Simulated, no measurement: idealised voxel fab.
process module | voxel transistor to metal
cross-section cut | 295 nm wide | cells 5 nm
A cross-section is a grid of square cells, given in bands from the top down. A band is one or more rows of cells.
Each band's line starts with the height of the band's top and of its bottom, in nm. Then come its materials from left to right, each with its width in nm. One material with "throughout" fills the band from edge to edge. "air" is empty space.
Height 0 is the level under which the wafer as received is all one material. The lowest band goes on downwards, as in "0 down".
A width such as "30 to 40" changes by the same amount from each row of cells to the next, from the band's top row to its bottom row.
"no change" after a step means that no cell of the cross-section changed.
closed voids: empty space of 8 cells or more with no open way to the top, each as width x height at its distance from the left edge, in nm
after a step's settings: what the simulator itself notes on the step
overlay nm, on a step with a mask: how far to the right of its planned place the mask lay; to the left if negative
plan
1 op RECEIVE | material Si
2 op CONFORMAL_DEP | material SiO2 | thk nm 5
3 op CONFORMAL_DEP | material SiN | thk nm 15
4 op PATTERN | tone cover | mask id ACTIVE | material resist | width nm 110 | pitch nm 140 | thk nm 20 | overlay nm 0
5 op DIRECTIONAL_ETCH | etch materials SiN | depth nm 15
6 op DIRECTIONAL_ETCH | etch materials SiO2 | depth nm 5
7 op DIRECTIONAL_ETCH | etch materials Si | depth nm 35
8 op STRIP | etch materials resist
9 op OXIDIZE | depth nm 5
10 op FILL_DEP | material SiO2 | thk nm 15
11 op CMP | height nm 20
12 op SELECTIVE_ETCH | etch materials SiO2 | depth nm 10
13 op STRIP | etch materials SiN
14 op SELECTIVE_ETCH | etch materials SiO2 | depth nm 5
15 op OXIDIZE | depth nm 5
16 op DIRECTIONAL_DEP | material polySi | thk nm 30
17 op DIRECTIONAL_DEP | material SiCN | thk nm 15
18 op MASKED_ETCH | tone cover | mask id GATE | width nm 20 | pitch nm 140 | etch materials SiCN | depth nm 25 | overlay nm 0
19 op MASKED_ETCH | tone cover | mask id GATE | width nm 20 | pitch nm 140 | etch materials polySi | depth nm 40 | overlay nm 0
20 op CONFORMAL_DEP | material SiO2 | thk nm 5
21 op DIRECTIONAL_ETCH | etch materials SiO2 | depth nm 5
22 op CONFORMAL_DEP | material SiN | thk nm 5
23 op DIRECTIONAL_ETCH | etch materials SiN | depth nm 5
24 op DIRECTIONAL_ETCH | etch materials SiO2 | depth nm 5
25 op EPI | material nSi | thk nm 5
26 op FILL_DEP | material SiO2 | thk nm 5
27 op CMP | height nm 45
28 op DIRECTIONAL_DEP | material SiO2 | thk nm 15
29 op PATTERN | tone open | mask id CONTACT | material resist | width nm 35 | thk nm 15 | overlay nm 0
30 op DIRECTIONAL_ETCH | etch materials SiO2 | depth nm 60
31 op STRIP | etch materials resist
32 op CONFORMAL_DEP | material TiN | thk nm 5
33 op FILL_DEP | material Ru | thk nm 5
34 op CMP | height nm 60
35 op DIRECTIONAL_DEP | material TiN | thk nm 5
36 op DIRECTIONAL_DEP | material Ru | thk nm 15
37 op MASKED_ETCH | tone cover | mask id METAL_1 | width nm 20 | etch materials Ru | depth nm 15 | overlay nm 0
38 op MASKED_ETCH | tone cover | mask id METAL_1 | width nm 20 | etch materials TiN | depth nm 5 | overlay nm 0
39 op FILL_DEP | material SiO2 | thk nm 5
40 op CMP | height nm 80
41 op CONFORMAL_DEP | material SiCN | thk nm 5
42 op DIRECTIONAL_DEP | material lowk | thk nm 30
43 op DIRECTIONAL_DEP | material aC | thk nm 10
44 op PATTERN | tone open | mask id METAL_2 | material resist | width nm 20 | pitch nm 140 | thk nm 30 | overlay nm 0
45 op DIRECTIONAL_ETCH | etch materials aC | depth nm 10
46 op STRIP | etch materials resist
47 op DIRECTIONAL_ETCH | etch materials lowk | depth nm 15
48 op STRIP | etch materials aC
49 op PATTERN | tone open | mask id METAL_2_HOLES | material resist | width nm 15 | pitch nm 140 | thk nm 15 | overlay nm 0
50 op DIRECTIONAL_ETCH | etch materials lowk | depth nm 15
51 op DIRECTIONAL_ETCH | etch materials SiCN | depth nm 5
52 op STRIP | etch materials resist
53 op CONFORMAL_DEP | material TiN | thk nm 5
54 op FILL_DEP | material Ru | thk nm 10
55 op CMP | height nm 115
56 op CONFORMAL_DEP | material SiN | thk nm 5
as received, after step 1
  0 down: Si throughout
  closed voids: none
a wafer at the end: this start, this plan, one mistake
  120 to 115: SiN throughout
  115 to 105: lowk 25 | TiN 5 | Ru 10 | TiN 5 | lowk 120 | TiN 5 | Ru 10 | TiN 5 | lowk 110
  105 to 100: lowk 25 | TiN 5 | Ru 5 | TiN 10 | lowk 120 | TiN 5 | Ru 5 | TiN 10 | lowk 110
  100 to 85: lowk 25 | TiN 5 | Ru 5 | TiN 5 | lowk 125 | TiN 5 | Ru 5 | TiN 5 | lowk 115
  85 to 80: SiCN 25 | TiN 15 | SiCN 125 | TiN 15 | SiCN 115
  80 to 65: SiO2 25 | Ru 20 | SiO2 60 | Ru 20 | SiO2 40 | Ru 20 | SiO2 60 | Ru 20 | SiO2 30
  65 to 60: SiO2 25 | TiN 20 | SiO2 60 | TiN 20 | SiO2 40 | TiN 20 | SiO2 60 | TiN 20 | SiO2 30
  60 to 50: SiO2 25 | TiN 5 | Ru 25 | TiN 5 | SiO2 30 | TiN 5 | Ru 25 | TiN 5 | SiO2 40 | TiN 5 | Ru 25 | TiN 5 | SiO2 30 | TiN 5 | Ru 25 | TiN 5 | SiO2 30
  50 to 45: SiO2 25 | TiN 5 | Ru 20 | TiN 10 | SiO2 30 | TiN 10 | Ru 20 | TiN 5 | SiO2 40 | TiN 5 | Ru 20 | TiN 10 | SiO2 30 | TiN 10 | Ru 20 | TiN 5 | SiO2 30
  45 to 35: SiO2 25 | TiN 5 | Ru 20 | TiN 5 | SiN 5 | SiO2 5 | SiCN 20 | SiO2 5 | SiN 5 | TiN 5 | Ru 20 | TiN 5 | SiO2 40 | TiN 5 | Ru 20 | TiN 5 | SiN 5 | SiO2 5 | SiCN 20 | SiO2 5 | SiN 5 | TiN 5 | Ru 20 | TiN 5 | SiO2 30
  35 to 30: SiO2 25 | TiN 5 | Ru 15 | TiN 10 | SiN 5 | SiO2 5 | SiCN 20 | SiO2 5 | SiN 5 | TiN 5 | Ru 20 | TiN 5 | SiO2 40 | TiN 5 | Ru 15 | TiN 10 | SiN 5 | SiO2 5 | SiCN 20 | SiO2 5 | SiN 5 | TiN 5 | Ru 20 | TiN 5 | SiO2 30
  30 to 5: SiO2 25 | TiN 5 | Ru 15 | TiN 5 | SiN 5 | SiO2 5 | polySi 25 | SiO2 5 | SiN 5 | TiN 5 | Ru 20 | TiN 5 | SiO2 40 | TiN 5 | Ru 15 | TiN 5 | SiN 5 | SiO2 5 | polySi 25 | SiO2 5 | SiN 5 | TiN 5 | Ru 20 | TiN 5 | SiO2 30
  5 to 0: SiO2 20 | SiN 5 | TiN 25 | SiN 5 | SiO2 5 | polySi 25 | SiO2 5 | SiN 5 | TiN 30 | SiN 5 | SiO2 30 | SiN 5 | TiN 25 | SiN 5 | SiO2 5 | polySi 25 | SiO2 5 | SiN 5 | TiN 30 | SiN 5 | SiO2 25
  0 to -5: SiO2 25 | nSi 25 | SiO2 45 | nSi 30 | SiO2 40 | nSi 25 | SiO2 45 | nSi 30 | SiO2 30
  -5 to -40: SiO2 25 | Si 100 | SiO2 40 | Si 100 | SiO2 30
  -40 down: Si throughout
  closed voids: none
what went wrong: step 19 ran as: op MASKED_ETCH | tone cover | mask id GATE | width nm 20 | pitch nm 140 | etch materials polySi | depth nm 40 | overlay nm -5
